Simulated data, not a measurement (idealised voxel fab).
process module | voxel ribs on slabs
FYI the section here is cut, 230 nm wide, cells are 5 nm squares.
In this document a cross-section is written as a grid of square cells. It is given as a series of bands, listed from the top down, and a band is one or more rows of cells.
Band: top and bottom heights (nm) first, top before bottom; then materials from left to right, widths in nm. "everywhere" marks a sole material filling the band edge to edge. "empty" denotes empty space.
Measure heights from 0. That's the level where, below it, the as-received wafer is all one material. The lowest band is bottomless and extends downward; write it as in "0 and below".
Note: "30 to 40" means the width goes from the first number (top row of the band) to the second number (bottom row) in equal steps per row of cells.
"no alteration" after a step means that no cell of the cross-section changed.
Listed in "Closed internal voids": every empty space of 8 or more cells without an open way to the top. Form: width x height at distance, the distance being from the left edge, all in nm.
Anything after a step's settings on that line? It's the simulator's own note about the step.
"overlay nm" denotes, for a step that has a mask, the displacement of the mask to the right of its planned place, with negative values corresponding to the left.
### Planned step list for the process
1 RECEIVE | material Si
2 DIRECTIONAL_DEP | material SiO2 | thk nm 25
3 DIRECTIONAL_DEP | material polySi | thk nm 20
4 PATTERN | tone cover | mask id RIB | material resist | width nm 15 | thk nm 15 | overlay nm 0
5 DIRECTIONAL_ETCH | etch materials polySi | depth nm 15
6 STRIP | etch materials resist
7 DIRECTIONAL_DEP | material aC | thk nm 15
8 PATTERN | tone cover | mask id SLAB | material resist | width nm 65 | thk nm 35 | overlay nm 0
9 DIRECTIONAL_ETCH | etch materials aC | depth nm 15
10 STRIP | etch materials resist
11 DIRECTIONAL_ETCH | etch materials polySi | depth nm 5
12 STRIP | etch materials aC
13 FILL_DEP | material SiO2 | thk nm 20
14 CMP | height nm 60
15 DIRECTIONAL_DEP | material TiN | thk nm 10
16 DIRECTIONAL_DEP | material aC | thk nm 15
17 PATTERN | tone cover | mask id HEATER | material resist | width nm 25 | thk nm 30 | overlay nm 0
18 DIRECTIONAL_ETCH | etch materials aC | depth nm 15
19 STRIP | etch materials resist
20 DIRECTIONAL_ETCH | etch materials TiN | depth nm 10
21 STRIP | etch materials aC
22 CONFORMAL_DEP | material SiO2 | thk nm 10
### Cross-section of the wafer at receipt, which is the condition after step 1
> 0 and below | Si everywhere
> Closed internal voids: none
### First wafer of two, sectioned at end of module; run went per plan
> 80 down to 70 | 90 nm empty  45 nm SiO2  95 nm empty
> 70 down to 60 | 100 nm SiO2  25 nm TiN  105 nm SiO2
> 60 down to 45 | SiO2 everywhere
> 45 down to 30 | 105 nm SiO2  15 nm polySi  110 nm SiO2
> 30 down to 25 | 80 nm SiO2  65 nm polySi  85 nm SiO2
> 25 down to 0 | SiO2 everywhere
> 0 and below | Si everywhere
> Closed internal voids: none
### Same start, same plan as the first wafer - but one mistake in the run. Cross-section of the second of the two at the end of the module
> 80 down to 70 | 90 nm empty  45 nm SiO2  95 nm empty
> 70 down to 60 | 100 nm SiO2  25 nm TiN  105 nm SiO2
> 60 down to 50 | SiO2 everywhere
> 50 down to 35 | 105 nm SiO2  15 nm polySi  110 nm SiO2
> 35 down to 30 | 80 nm SiO2  65 nm polySi  85 nm SiO2
> 30 down to 25 | polySi everywhere
> 25 down to 0 | SiO2 everywhere
> 0 and below | Si everywhere
> Closed internal voids: none
Error vs. plan: step 3 was run on a setting that differed from the plan, and what really ran there is DIRECTIONAL_DEP | material polySi | thk nm 25
Final tally in cells, some materials are higher or lower on the second wafer than on the first: SiO2: 46 fewer, polySi: 46 more
